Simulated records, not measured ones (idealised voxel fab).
The process module presented herein is designated voxel gate over fins.
FYI the section here is cut, 210 nm wide, cells are 5 nm squares.
Cross-sections here: square-cell grids, written as top-down lists of bands, a band being one or more rows of cells.
Within each band entry, the heights of the top and of the bottom of the band appear first, in that order and in nm; the materials of the band then follow from left to right, each with its corresponding width in nm. The designation "full width" on a single material indicates that it fills the band from edge to edge; the designation "air" indicates empty space.
The reference from which all heights are counted is 0, the level beneath which the as-received wafer is entirely one material; the lowest band, having no lower bound, proceeds downward and is written after the example "z 0 and below".
The expression "30 to 40" gives the width at the extremes of the band, the first number at its top row of cells and the second at its bottom row, with the width changing by equal amounts from each row to the next in between.
The cross-section has no changed cell in any step marked "no modifications".
This entry, "Fully enclosed voids", enumerates those empty regions of no fewer than 8 cells that possess no open connection to the top. Each region is reported in the form width x height at distance, the distance being taken from the left edge, with all three quantities expressed in nm.
Heads up: the bit after the settings on a step's line is the simulator's remark on that step.
On any step carrying a mask, the "overlay nm" setting, if present on the step's line, tells how far right of its planned place the mask lay; negative values point to the left.
**Here's what the planned process steps look like**
1 RECEIVE, material Si
2 CONFORMAL_DEP, material SiN, thk nm 10
3 MASKED_ETCH, tone cover, mask id FINS, width nm 15, pitch nm 40, etch materials SiN, depth nm 10, overlay nm 0
4 MASKED_ETCH, tone cover, mask id FINS, width nm 15, pitch nm 40, etch materials Si, depth nm 35, overlay nm 0
5 OXIDIZE, depth nm 5
6 FILL_DEP, material SiO2, thk nm 15
7 CMP, height nm 0
8 SELECTIVE_ETCH, etch materials SiO2, depth nm 20
9 STRIP, etch materials SiN
10 CONFORMAL_DEP, material HfO2, thk nm 5
11 CONFORMAL_DEP, material TiN, thk nm 5
12 FILL_DEP, material W, thk nm 15
13 CMP, height nm 20
14 CONFORMAL_DEP, material SiN, thk nm 5
Same starting wafers, different height nm at step 7. Plan value belongs to the first wafer.
**Cross-section: the first of several wafers in its as-received state, i.e. following step 1**
z 0 and below: Si full width
Fully enclosed voids: none
**Rows = wafers. At module end, each row lists per material the cells gained (+) or lost (-) since the wafer was received, then the closed voids**
height nm 0; +58 HfO2; -320 Si; +42 SiN; +160 SiO2; +58 TiN; +212 W; Fully enclosed voids: none
height nm 5; +54 HfO2; -320 Si; +42 SiN; +200 SiO2; +54 TiN; +180 W; Fully enclosed voids: none
height nm 10; +50 HfO2; -320 Si; +42 SiN; +240 SiO2; +50 TiN; +148 W; Fully enclosed voids: none
height nm 15; +46 HfO2; -320 Si; +42 SiN; +280 SiO2; +46 TiN; +116 W; Fully enclosed voids: none
height nm 20; +42 HfO2; -320 Si; +42 SiN; +320 SiO2; +42 TiN; +84 W; Fully enclosed voids: none
height nm 25; +46 HfO2; -320 Si; +42 SiN; +356 SiO2; +44 TiN; +42 W; Fully enclosed voids: none
